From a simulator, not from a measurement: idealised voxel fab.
The process module presented herein is designated voxel lift off.
The figure presents cross-section cut, which has a width of 250 nm and is divided into square cells with an edge length of 5 nm.
In this document a cross-section is written as a grid of square cells. It is given as a series of bands, listed from the top down, and a band is one or more rows of cells.
A band entry consists of two parts. The first gives the height of the band's top and the height of its bottom, in nm. The rest lists the band's materials from left to right, each with its width in nm. A single material labelled with the word "edge to edge" fills the band from edge to edge, and the word "air" marks empty space.
Heads up on the height convention: 0 is the point under which the incoming wafer is all one material, and the lowest band has no bottom, it just keeps going down, like "from 0 down".
You'd read "30->40" like this: the band's top row of cells is as wide as the first number, its bottom row is as wide as the second, and going down, every row changes width by the same amount as the row before did.
A step reported as "changes: none" is a step in which no cell of the cross-section changed.
Entry "Enclosed voids" = empty spaces >= 8 cells with no open way to the top; each as width x height at distance, distance from left edge, all nm.
Past the settings on a step's line: simulator remark, on that step.
Steps that use a mask can have "overlay nm" on their line. It says how far the mask sat to the right of where it was meant to be. Negative means to the left.
### Planned process steps
1,RECEIVE: material Si
2,CONFORMAL_DEP: material SiO2, thk nm 15
3,PATTERN: tone open, mask id LINES, material resist, width nm 15, pitch nm 30, thk nm 25, overlay nm 0
4,DIRECTIONAL_DEP: material Ru, thk nm 15
5,STRIP: etch materials resist
6,CONFORMAL_DEP: material SiCN, thk nm 5
Heads up: all these wafers start the same, and what changes between them is the thk nm in step 6. The value you see in the plan is just what the first wafer got.
### Received condition of the first of several wafers, sectioned: post-step 1
> from 0 down | Si edge to edge
> Enclosed voids: none
### Here's the first of several wafers in cross-section, end of the module, after the last step, step 6
> from 35 to 30 | air: 80  SiCN: 25  air: 5  SiCN: 25  air: 5  SiCN: 25  air: 85
> from 30 to 20 | air: 80  SiCN: 5  Ru: 15  SiCN: 5  air: 5  SiCN: 5  Ru: 15  SiCN: 5  air: 5  SiCN: 5  Ru: 15  SiCN: 5  air: 85
> from 20 to 15 | SiCN: 85  Ru: 15  SiCN: 15  Ru: 15  SiCN: 15  Ru: 15  SiCN: 90
> from 15 to 0 | SiO2 edge to edge
> from 0 down | Si edge to edge
> Enclosed voids: none
### Cross-section of the last wafer at end of module
> from 50 to 35 | air: 65  SiCN: 115  air: 70
> from 35 to 30 | SiCN edge to edge
> from 30 to 15 | SiCN: 85  Ru: 15  SiCN: 15  Ru: 15  SiCN: 15  Ru: 15  SiCN: 90
> from 15 to 0 | SiO2 edge to edge
> from 0 down | Si edge to edge
> Enclosed voids: none
### Below, a row for every wafer. Read it as the end-of-module picture: for each material the wafer shows its cells gained (+) or lost (-) since it was received, and then its closed voids
thk nm 5; +27 Ru; +68 SiCN; +150 SiO2; Enclosed voids: none
thk nm 10; +27 Ru; +130 SiCN; +150 SiO2; Enclosed voids: none
thk nm 15; +27 Ru; +186 SiCN; +150 SiO2; Enclosed voids: none
thk nm 20; +27 Ru; +242 SiCN; +150 SiO2; Enclosed voids: none
